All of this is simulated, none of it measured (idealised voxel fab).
Process module under the name voxel wiring stack
The cross-section shown here is cut; it is 160 nm wide and divided into square cells measuring 5 nm on a side.
For the purposes of this document, a cross-section shall be understood as a grid of square cells, specified as bands listed in top-to-bottom order, each band consisting of one or more rows of cells. Heights first: top, then bottom, in nm. Then materials, left to right, each with a width in nm. "full width" on a single material: fills the band edge to edge. "air": empty space. A quick word on heights: they are counted from 0, and under that level the wafer as it came to us is one material throughout. The lowest band is different from the rest in having no bottom; it simply continues downward, written as in "top 0, no bottom". You'd read "30..40" like this: the band's top row of cells is as wide as the first number, its bottom row is as wide as the second, and going down, every row changes width by the same amount as the row before did. "changes: none" for a step: no cell of the cross-section changed in that step. What "Enclosed void inventory" gives you is every empty space of 8 cells or more that is cut off from the top. Each appears as width x height at distance, with the distance taken from the left edge and width, height and distance all in nm. Post-settings text on a step line: simulator's own remark regarding the step. The "overlay nm" setting may appear on a step's line; for a step that uses a mask, it gives how far to the right of its planned position the mask lay, and a negative value indicates the left.
**So here's the lineup of process steps we planned**
1 RECEIVE, material Si
2 CONFORMAL_DEP, material SiO2, thk nm 15
3 CONFORMAL_DEP, material SiN, thk nm 5
4 DIRECTIONAL_DEP, material SiO2, thk nm 15
5 PATTERN, tone open, mask id METAL_1, material resist, width nm 30, pitch nm 45, thk nm 15, overlay nm 0
6 DIRECTIONAL_ETCH, etch materials SiO2, depth nm 15
7 DIRECTIONAL_ETCH, etch materials SiN, depth nm 5
8 STRIP, etch materials resist
9 CONFORMAL_DEP, material TiN, thk nm 5
10 FILL_DEP, material W, thk nm 10
11 CMP, height nm 35
12 CONFORMAL_DEP, material SiCN, thk nm 5
13 DIRECTIONAL_DEP, material SiO2, thk nm 20
14 PATTERN, tone open, mask id PLUG_1, material resist, width nm 15, thk nm 15, overlay nm 0
15 DIRECTIONAL_ETCH, etch materials SiO2, depth nm 20
16 DIRECTIONAL_ETCH, etch materials SiCN, depth nm 5
17 STRIP, etch materials resist
18 EPI, material Ru, thk nm 10
19 EPI, material Ru, thk nm 10
20 EPI, material Ru, thk nm 5
21 CONFORMAL_DEP, material SiCN, thk nm 5
22 DIRECTIONAL_DEP, material SiO2, thk nm 15
23 PATTERN, tone open, mask id METAL_2, material resist, width nm 30, pitch nm 45, thk nm 20, overlay nm 0
24 DIRECTIONAL_ETCH, etch materials SiO2, depth nm 15
25 DIRECTIONAL_ETCH, etch materials SiCN, depth nm 5
26 STRIP, etch materials resist
27 CONFORMAL_DEP, material TiN, thk nm 5
28 FILL_DEP, material Ru, thk nm 5
29 CMP, height nm 80
30 CONFORMAL_DEP, material SiCN, thk nm 5
31 DIRECTIONAL_DEP, material lowk, thk nm 15
32 PATTERN, tone open, mask id PLUG_2, material resist, width nm 15, thk nm 15, overlay nm 0
33 DIRECTIONAL_ETCH, etch materials lowk, depth nm 15
34 DIRECTIONAL_ETCH, etch materials SiCN, depth nm 5
35 STRIP, etch materials resist
36 CONFORMAL_DEP, material TiN, thk nm 5
37 FILL_DEP, material Ru, thk nm 10
38 CMP, height nm 100
39 CONFORMAL_DEP, material SiN, thk nm 5
40 DIRECTIONAL_DEP, material lowk, thk nm 25
41 PATTERN, tone open, mask id METAL_3, material resist, width nm 30, pitch nm 45, thk nm 15, overlay nm -15
42 DIRECTIONAL_ETCH, etch materials lowk, depth nm 25
43 DIRECTIONAL_ETCH, etch materials SiN, depth nm 5
44 STRIP, etch materials resist
45 CONFORMAL_DEP, material TiN, thk nm 5
46 FILL_DEP, material W, thk nm 10
47 CMP, height nm 130
48 CONFORMAL_DEP, material SiCN, thk nm 5
Variable across wafers: step 41 overlay nm (plan value is that of the first wafer; starting state common to all).
**The first of several wafers, as received after step 1, seen in section**
  top 0, no bottom: Si full width
  Enclosed void inventory: none
**Quick look at the cross-section of the first of several wafers after step 48, which wraps up the module**
  top 135, bottom 130: SiCN full width
  top 130, bottom 105: 25 of lowk  5 of TiN  20 of W  5 of TiN  15 of lowk  5 of TiN  20 of W  5 of TiN  60 of lowk
  top 105, bottom 100: 25 of SiN  30 of TiN  15 of SiN  30 of TiN  60 of SiN
  top 100, bottom 85: 40 of lowk  5 of TiN  5 of Ru  5 of TiN  105 of lowk
  top 85, bottom 80: 40 of SiCN  15 of TiN  105 of SiCN
  top 80, bottom 65: 40 of SiO2  5 of TiN  20 of Ru  5 of TiN  15 of SiO2  5 of TiN  20 of Ru  5 of TiN  45 of SiO2
  top 65, bottom 60: 40 of SiCN  30 of TiN  15 of SiCN  30 of TiN  45 of SiCN
  top 60, bottom 40: 40 of SiO2  15 of Ru  105 of SiO2
  top 40, bottom 35: 40 of SiCN  15 of Ru  105 of SiCN
  top 35, bottom 20: 40 of SiO2  5 of TiN  20 of W  5 of TiN  15 of SiO2  5 of TiN  20 of W  5 of TiN  45 of SiO2
  top 20, bottom 15: 40 of SiN  30 of TiN  15 of SiN  30 of TiN  45 of SiN
  top 15, bottom 0: SiO2 full width
  top 0, no bottom: Si full width
  Enclosed void inventory: none
**End of module: cross-section, last of several wafers**
  top 135, bottom 130: SiCN full width
  top 130, bottom 105: 55 of lowk  5 of TiN  20 of W  5 of TiN  15 of lowk  5 of TiN  20 of W  5 of TiN  30 of lowk
  top 105, bottom 100: 55 of SiN  30 of TiN  15 of SiN  30 of TiN  30 of SiN
  top 100, bottom 85: 40 of lowk  5 of TiN  5 of Ru  5 of TiN  105 of lowk
  top 85, bottom 80: 40 of SiCN  15 of TiN  105 of SiCN
  top 80, bottom 65: 40 of SiO2  5 of TiN  20 of Ru  5 of TiN  15 of SiO2  5 of TiN  20 of Ru  5 of TiN  45 of SiO2
  top 65, bottom 60: 40 of SiCN  30 of TiN  15 of SiCN  30 of TiN  45 of SiCN
  top 60, bottom 40: 40 of SiO2  15 of Ru  105 of SiO2
  top 40, bottom 35: 40 of SiCN  15 of Ru  105 of SiCN
  top 35, bottom 20: 40 of SiO2  5 of TiN  20 of W  5 of TiN  15 of SiO2  5 of TiN  20 of W  5 of TiN  45 of SiO2
  top 20, bottom 15: 40 of SiN  30 of TiN  15 of SiN  30 of TiN  45 of SiN
  top 15, bottom 0: SiO2 full width
  top 0, no bottom: Si full width
  Enclosed void inventory: none
**The rows of the table below are wafers. Looking at the end of the module, a row counts, for every material, the cells the wafer has gained, shown as (+), or lost, shown as (-), since it was received; its closed voids come next**
overlay nm -15 | +42 Ru | +110 SiCN | +40 SiN | +332 SiO2 | +89 TiN | +64 W | +187 lowk | Enclosed void inventory: none
overlay nm -10 | +42 Ru | +110 SiCN | +40 SiN | +332 SiO2 | +89 TiN | +64 W | +187 lowk | Enclosed void inventory: none
overlay nm -5 | +42 Ru | +110 SiCN | +40 SiN | +332 SiO2 | +89 TiN | +64 W | +187 lowk | Enclosed void inventory: none
overlay nm 0 | +42 Ru | +110 SiCN | +40 SiN | +332 SiO2 | +89 TiN | +64 W | +187 lowk | Enclosed void inventory: none
overlay nm 5 | +42 Ru | +110 SiCN | +40 SiN | +332 SiO2 | +89 TiN | +64 W | +187 lowk | Enclosed void inventory: none
overlay nm 10 | +42 Ru | +110 SiCN | +40 SiN | +332 SiO2 | +89 TiN | +64 W | +187 lowk | Enclosed void inventory: none
overlay nm 15 | +42 Ru | +110 SiCN | +40 SiN | +332 SiO2 | +89 TiN | +64 W | +187 lowk | Enclosed void inventory: none
